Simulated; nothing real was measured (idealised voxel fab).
Process module in this document: voxel self aligned vias
For reference, the cross-section in this document is cut, with width 245 nm and square cells of 5 nm.
Cross-section, as written here: a square-cell grid given band by band from the top down, where a band holds one or more rows of cells.
The entry gives the band's vertical extent as a top height and a bottom height in nm, then its horizontal make-up as materials from left to right, each with a width in nm. "air" stands for empty space; a single material marked "throughout" fills the band edge to edge.
Basically, 0 is our baseline, since under it the wafer straight out of the box is all one material. The bottom band has no lower end and keeps on going down, so it looks like "top 0, no bottom".
A two-number width, for instance "30->40", indicates that the width is equal to the first number in the top row of the band and to the second number in the bottom row, and that it changes by a constant amount per row of cells.
You'll sometimes find "everything unchanged" written for a step, and that's the way of saying that nowhere in the cross-section did a cell change during that step.
So "Enclosed void list" is basically the list of trapped voids: any empty space of 8 cells or more that can't reach the top through an opening. They're written width x height at distance, the distance being from the left edge, and it's all nm.
It should be noted that, on the line of a given step, the content following the step's settings is a remark produced by the simulator itself with respect to that step.
The optional step-line setting "overlay nm" applies to steps with a mask and quantifies how far to the right of its planned location the mask lay, a negative value indicating leftward placement.

Intended process steps
1 RECEIVE (material Si)
2 CONFORMAL_DEP (material SiO2; thk nm 10)
3 CONFORMAL_DEP (material SiCN; thk nm 5)
4 DIRECTIONAL_DEP (material SiO2; thk nm 30)
5 PATTERN (tone open; mask id LINES; material resist; width nm 30; pitch nm 70; thk nm 15; overlay nm 0)
6 DIRECTIONAL_ETCH (etch materials SiO2; depth nm 30)
7 STRIP (etch materials resist)
8 CONFORMAL_DEP (material TiN; thk nm 5)
9 FILL_DEP (material Ru; thk nm 5)
10 CMP (height nm 45)
11 SELECTIVE_ETCH (etch materials W Ru TiN; depth nm 5)
12 FILL_DEP (material SiN; thk nm 5)
13 CMP (height nm 45)
14 DIRECTIONAL_DEP (material SiO2; thk nm 20)
15 DIRECTIONAL_DEP (material aC; thk nm 15)
16 PATTERN (tone open; mask id VIAS; material resist; width nm 50; pitch nm 140; thk nm 35; overlay nm 0)
17 DIRECTIONAL_ETCH (etch materials aC; depth nm 15)
18 STRIP (etch materials resist)
19 DIRECTIONAL_ETCH (etch materials SiO2; depth nm 20)
20 DIRECTIONAL_ETCH (etch materials SiN; depth nm 5)
21 STRIP (etch materials aC)
22 CONFORMAL_DEP (material TiN; thk nm 5)
23 FILL_DEP (material W; thk nm 5)
24 CMP (height nm 65)
25 CONFORMAL_DEP (material SiN; thk nm 5)

So this is the incoming wafer in cross-section - it's already been through step 1
- top 0, no bottom: Si throughout
- Enclosed void list: none

Here's the wafer cut in cross-section after the module, started and planned just like above, except one thing was done wrong in the run
- top 70, bottom 65: SiN throughout
- top 65, bottom 50: SiO2=25; TiN=5; W=40; TiN=5; SiO2=90; TiN=5; W=40; TiN=5; SiO2=30
- top 50, bottom 45: SiO2=25; TiN=15; W=20; TiN=15; SiO2=90; TiN=15; W=20; TiN=15; SiO2=30
- top 45, bottom 40: SiO2=35; TiN=30; SiO2=40; SiN=30; SiO2=40; TiN=30; SiO2=40
- top 40, bottom 20: SiO2=35; TiN=5; Ru=20; TiN=5; SiO2=40; TiN=5; Ru=20; TiN=5; SiO2=40; TiN=5; Ru=20; TiN=5; SiO2=40
- top 20, bottom 15: SiO2=35; TiN=30; SiO2=40; TiN=30; SiO2=40; TiN=30; SiO2=40
- top 15, bottom 10: SiCN throughout
- top 10, bottom 0: W throughout
- top 0, no bottom: Si throughout
- Enclosed void list: none
The plan and the run diverged here: step 2: run off-plan, actual operation and settings CONFORMAL_DEP (material W; thk nm 10)
